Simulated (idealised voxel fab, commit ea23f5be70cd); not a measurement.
Module name: voxel tone inversion (process module)
The figure presents cross-section cut, which has a width of 235 nm and is divided into square cells with an edge length of 5 nm.
Cross-section spec: square-cell grid; bands listed top down; each band is one or more rows.
A band entry consists of two parts. The first gives the height of the band's top and the height of its bottom, in nm. The rest lists the band's materials from left to right, each with its width in nm. A single material labelled with the word "all across" fills the band from edge to edge, and the word "air" marks empty space.
Note: height 0 marks the level under which the wafer is uniformly one material as received. Lowest band unbounded below, written "0..down".
Width: "30 to 40" (first number = top row, second number = bottom row, same change from row to row of cells).
The designation "same as before", where it is given for a processing step, indicates that no cell of the cross-section was altered in the course of that step.
"Trapped void list": empty spaces of 8 cells or more with no open way to the top, each given as width x height at distance, distance from the left edge, all in nm.
Formally, on a step line, whatever follows the settings is a remark that the simulator itself makes on the step.
When a step includes a mask, the "overlay nm" setting on its line states how far to the right of its planned place that mask lay, and negative values state how far to the left.

Below is the list of planned process steps:
1 RECEIVE,material Si
2 CONFORMAL_DEP,material SiCN,thk nm 5
3 DIRECTIONAL_DEP,material aC,thk nm 25
4 PATTERN,tone cover,mask id POSTS,material resist,width nm 20,pitch nm 45,thk nm 35,overlay nm 0
5 DIRECTIONAL_ETCH,etch materials aC,depth nm 25
6 STRIP,etch materials resist
7 FILL_DEP,material lowk,thk nm 10
8 CMP,height nm 30
9 STRIP,etch materials aC
10 CONFORMAL_DEP,material TiN,thk nm 5
11 FILL_DEP,material Ru,thk nm 10
12 CMP,height nm 30
13 CONFORMAL_DEP,material SiCN,thk nm 5

So, the first of our two wafers, run just as we planned it:

Received-state cross-section, reflecting completion of step 1:
- 0..down: Si all across
- Trapped void list: none

Step 2 done - wafer cross-section:
- 5..0: SiCN all across
- Heights below 0 show no change.

Step 3 done - wafer cross-section:
- 30..5: aC all across
- Heights below 5 show no change.

Step 4 done - wafer cross-section:
- 65..30: 60 of air  20 of resist  25 of air  20 of resist  25 of air  20 of resist  65 of air
- Heights below 30 show no change.

Step 5 done - wafer cross-section:
- 40..30: 60 of air  20 of resist  25 of air  20 of resist  25 of air  20 of resist  65 of air
- 30..5: 60 of air  20 of aC  25 of air  20 of aC  25 of air  20 of aC  65 of air
- Heights below 5 show no change.

Step 6 done - wafer cross-section:
- 30..5: 60 of air  20 of aC  25 of air  20 of aC  25 of air  20 of aC  65 of air
- Heights below 5 show no change.

Step 7 done - wafer cross-section:
- 40..30: lowk all across
- 30..5: 60 of lowk  20 of aC  25 of lowk  20 of aC  25 of lowk  20 of aC  65 of lowk
- Heights below 5 show no change.

Step 8 done - wafer cross-section:
- 30..5: 60 of lowk  20 of aC  25 of lowk  20 of aC  25 of lowk  20 of aC  65 of lowk
- Heights below 5 show no change.

Step 9 done - wafer cross-section:
- 30..5: 60 of lowk  20 of air  25 of lowk  20 of air  25 of lowk  20 of air  65 of lowk
- Heights below 5 show no change.

Step 10 done - wafer cross-section:
- 35..30: 65 of TiN  10 of air  35 of TiN  10 of air  35 of TiN  10 of air  70 of TiN
- 30..10: 60 of lowk  5 of TiN  10 of air  5 of TiN  25 of lowk  5 of TiN  10 of air  5 of TiN  25 of lowk  5 of TiN  10 of air  5 of TiN  65 of lowk
- 10..5: 60 of lowk  20 of TiN  25 of lowk  20 of TiN  25 of lowk  20 of TiN  65 of lowk
- Heights below 5 show no change.

Step 11 done - wafer cross-section:
- 45..35: Ru all across
- 35..30: 65 of TiN  10 of Ru  35 of TiN  10 of Ru  35 of TiN  10 of Ru  70 of TiN
- 30..10: 60 of lowk  5 of TiN  10 of Ru  5 of TiN  25 of lowk  5 of TiN  10 of Ru  5 of TiN  25 of lowk  5 of TiN  10 of Ru  5 of TiN  65 of lowk
- Heights below 10 show no change.

Step 12 done - wafer cross-section:
- 30..10: 60 of lowk  5 of TiN  10 of Ru  5 of TiN  25 of lowk  5 of TiN  10 of Ru  5 of TiN  25 of lowk  5 of TiN  10 of Ru  5 of TiN  65 of lowk
- Heights below 10 show no change.

Step 13 done - wafer cross-section:
- 35..30: SiCN all across
- Heights below 30 show no change.

Second wafer, same starting state and plan as the first, one mistake in the run, identical through step 1:

Second wafer profile in section, at the moment step 2 of the plan was meant to be complete:
- 25..0: aC all across
- Heights below 0 show no change.

Second wafer profile in section, at the moment step 3 of the plan was meant to be complete:
- 30..25: SiCN all across
- Heights below 25 show no change.

Second wafer profile in section, at the moment step 4 of the plan was meant to be complete:
- 65..30: 60 of air  20 of resist  25 of air  20 of resist  25 of air  20 of resist  65 of air
- Heights below 30 show no change.

Second wafer profile in section, at the moment step 5 of the plan was meant to be complete:
- 40..30: 60 of air  20 of resist  25 of air  20 of resist  25 of air  20 of resist  65 of air
- Heights below 30 show no change.

Second wafer profile in section, at the moment step 6 of the plan was meant to be complete:
- 30..25: SiCN all across
- Heights below 25 show no change.

Second wafer profile in section, at the moment step 7 of the plan was meant to be complete:
- 40..30: lowk all across
- Heights below 30 show no change.

Second wafer profile in section, at the moment step 8 of the plan was meant to be complete:
- 30..25: SiCN all across
- Heights below 25 show no change.

Second wafer profile in section, at the moment step 9 of the plan was meant to be complete: same as before

Second wafer profile in section, at the moment step 10 of the plan was meant to be complete:
- 35..30: TiN all across
- Heights below 30 show no change.

Second wafer profile in section, at the moment step 11 of the plan was meant to be complete:
- 45..35: Ru all across
- Heights below 35 show no change.

Second wafer profile in section, at the moment step 12 of the plan was meant to be complete:
- 30..25: SiCN all across
- Heights below 25 show no change.

Second wafer profile in section, at the moment step 13 of the plan was meant to be complete:
- 35..25: SiCN all across
- Heights below 25 show no change.
Want to know what went wrong? steps 2 and 3 swapped
Count the cells at the end and the second wafer has more or fewer of some materials than the first: -24 Ru; -36 TiN; +235 aC; -175 lowk
